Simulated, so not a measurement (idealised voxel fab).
Proc. module: voxel gate over fins
The cross-section on display is named cut; it measures 220 nm wide, and its cells are 5 nm squares.
Square cells in a grid make up a cross-section in this document, and the grid is given as bands, listed from the top down, each one or more rows of cells.
Each band's line starts with the height of the band's top and of its bottom, in nm. Then come its materials from left to right, each with its width in nm. One material with "throughout" fills the band from edge to edge. "air" is empty space.
For the purposes of this specification, 0 denotes the height below which the wafer in its as-received condition is composed wholly of one material, and the lowermost band, lacking a lower limit, extends downward without end, as expressed in "from 0 down".
Width: "30 to 40" (first number = top row, second number = bottom row, same change from row to row of cells).
Where the words "remained unchanged" appear for a step, the cross-section shows no cell changed by that step; every cell remained as before.
"Closed void register" enumerates empty spaces isolated from the top, with no open way to it, that contain at least 8 cells, giving each as width x height at distance from the left edge, all three in nm.
On a step's line, text after the settings is the simulator commenting on that step.
Each step line may optionally specify "overlay nm", which for a step with a mask gives the rightward distance between the mask's planned place and where it lay, a negative value indicating the leftward direction.

## plan
1) RECEIVE: material Si
2) CONFORMAL_DEP: material SiN, thk nm 10
3) PATTERN: tone cover, mask id FINS, material resist, width nm 15, pitch nm 50, thk nm 15, overlay nm 0
4) DIRECTIONAL_ETCH: etch materials SiN, depth nm 10
5) DIRECTIONAL_ETCH: etch materials Si, depth nm 35
6) STRIP: etch materials resist
7) OXIDIZE: depth nm 5
8) FILL_DEP: material SiO2, thk nm 10
9) CMP: height nm 10
10) PATTERN: tone open, mask id RAIL, material resist, width nm 15, thk nm 20, overlay nm 0
11) DIRECTIONAL_ETCH: etch materials SiO2, depth nm 40
12) STRIP: etch materials resist
13) CONFORMAL_DEP: material TiN, thk nm 5
14) FILL_DEP: material W, thk nm 5
15) CMP: height nm 10
16) SELECTIVE_ETCH: etch materials W Ru TiN, depth nm 30
17) FILL_DEP: material SiO2, thk nm 5
18) CMP: height nm 10
19) SELECTIVE_ETCH: etch materials SiO2, depth nm 25
20) STRIP: etch materials SiN
21) CONFORMAL_DEP: material HfO2, thk nm 5
22) CONFORMAL_DEP: material TiN, thk nm 5
23) FILL_DEP: material W, thk nm 15
24) CMP: height nm 20
25) CONFORMAL_DEP: material SiCN, thk nm 10

## Step 1 complete: cross-section of the wafer as received
  from 0 down: Si throughout
  Closed void register: none

## Module complete - cross-section of the first of two wafers, run according to plan
  from 30 to 20: SiCN throughout
  from 20 to 10: W throughout
  from 10 to 5: W=20; TiN=25; W=25; TiN=25; W=25; TiN=25; W=25; TiN=25; W=25
  from 5 to 0: W=20; TiN=5; HfO2=15; TiN=5; W=25; TiN=5; HfO2=15; TiN=5; W=25; TiN=5; HfO2=15; TiN=5; W=25; TiN=5; HfO2=15; TiN=5; W=25
  from 0 to -5: W=20; TiN=5; HfO2=5; Si=5; HfO2=5; TiN=5; W=25; TiN=5; HfO2=5; Si=5; HfO2=5; TiN=5; W=25; TiN=5; HfO2=5; Si=5; HfO2=5; TiN=5; W=25; TiN=5; HfO2=5; Si=5; HfO2=5; TiN=5; W=25
  from -5 to -10: TiN=25; HfO2=5; Si=5; HfO2=5; TiN=35; HfO2=5; Si=5; HfO2=5; TiN=35; HfO2=5; Si=5; HfO2=5; TiN=35; HfO2=5; Si=5; HfO2=5; TiN=30
  from -10 to -15: HfO2=30; Si=5; HfO2=45; Si=5; HfO2=45; Si=5; HfO2=45; Si=5; HfO2=35
  from -15 to -20: SiO2=30; Si=5; SiO2=45; Si=5; SiO2=45; Si=5; SiO2=45; Si=5; SiO2=35
  from -20 to -25: SiO2=30; Si=5; SiO2=15; TiN=5; W=5; TiN=5; SiO2=15; Si=5; SiO2=45; Si=5; SiO2=45; Si=5; SiO2=35
  from -25 to -30: SiO2=30; Si=5; SiO2=15; TiN=15; SiO2=15; Si=5; SiO2=45; Si=5; SiO2=45; Si=5; SiO2=35
  from -30 to -40: SiO2=30; Si=5; SiO2=45; Si=5; SiO2=45; Si=5; SiO2=45; Si=5; SiO2=35
  from -40 down: Si throughout
  Closed void register: none

## Here is the second of the two wafers cut open at the end of the module - same start, same plan as the first one, but we made one mistake running it
  from 30 to 20: SiCN throughout
  from 20 to 10: W throughout
  from 10 to 5: W=15; TiN=35; W=15; TiN=35; W=15; TiN=35; W=15; TiN=35; W=20
  from 5 to 0: W=15; TiN=5; HfO2=25; TiN=5; W=15; TiN=5; HfO2=25; TiN=5; W=15; TiN=5; HfO2=25; TiN=5; W=15; TiN=5; HfO2=25; TiN=5; W=20
  from 0 to -5: W=15; TiN=5; HfO2=5; Si=15; HfO2=5; TiN=5; W=15; TiN=5; HfO2=5; Si=15; HfO2=5; TiN=5; W=15; TiN=5; HfO2=5; Si=15; HfO2=5; TiN=5; W=15; TiN=5; HfO2=5; Si=15; HfO2=5; TiN=5; W=20
  from -5 to -10: TiN=20; HfO2=5; Si=15; HfO2=5; TiN=25; HfO2=5; Si=15; HfO2=5; TiN=25; HfO2=5; Si=15; HfO2=5; TiN=25; HfO2=5; Si=15; HfO2=5; TiN=25
  from -10 to -15: HfO2=25; Si=15; HfO2=35; Si=15; HfO2=35; Si=15; HfO2=35; Si=15; HfO2=30
  from -15 to -20: SiO2=25; Si=15; SiO2=35; Si=15; SiO2=35; Si=15; SiO2=35; Si=15; SiO2=30
  from -20 to -25: SiO2=25; Si=15; SiO2=10; TiN=5; W=5; TiN=5; SiO2=10; Si=15; SiO2=35; Si=15; SiO2=35; Si=15; SiO2=30
  from -25 to -30: SiO2=25; Si=15; SiO2=10; TiN=15; SiO2=10; Si=15; SiO2=35; Si=15; SiO2=35; Si=15; SiO2=30
  from -30 to -40: SiO2=25; Si=15; SiO2=35; Si=15; SiO2=35; Si=15; SiO2=35; Si=15; SiO2=30
  from -40 down: Si throughout
  Closed void register: none
Which mistake was made when the wafer was run? heads up, step 3 didn't go per plan, it actually ran as PATTERN: tone cover, mask id FINS, material resist, width nm 25, pitch nm 50, thk nm 15, overlay nm 0
Once processing is complete, comparing cell counts shows that the second wafer has more or fewer of certain materials than the first: +64 Si; -40 SiO2; -24 W
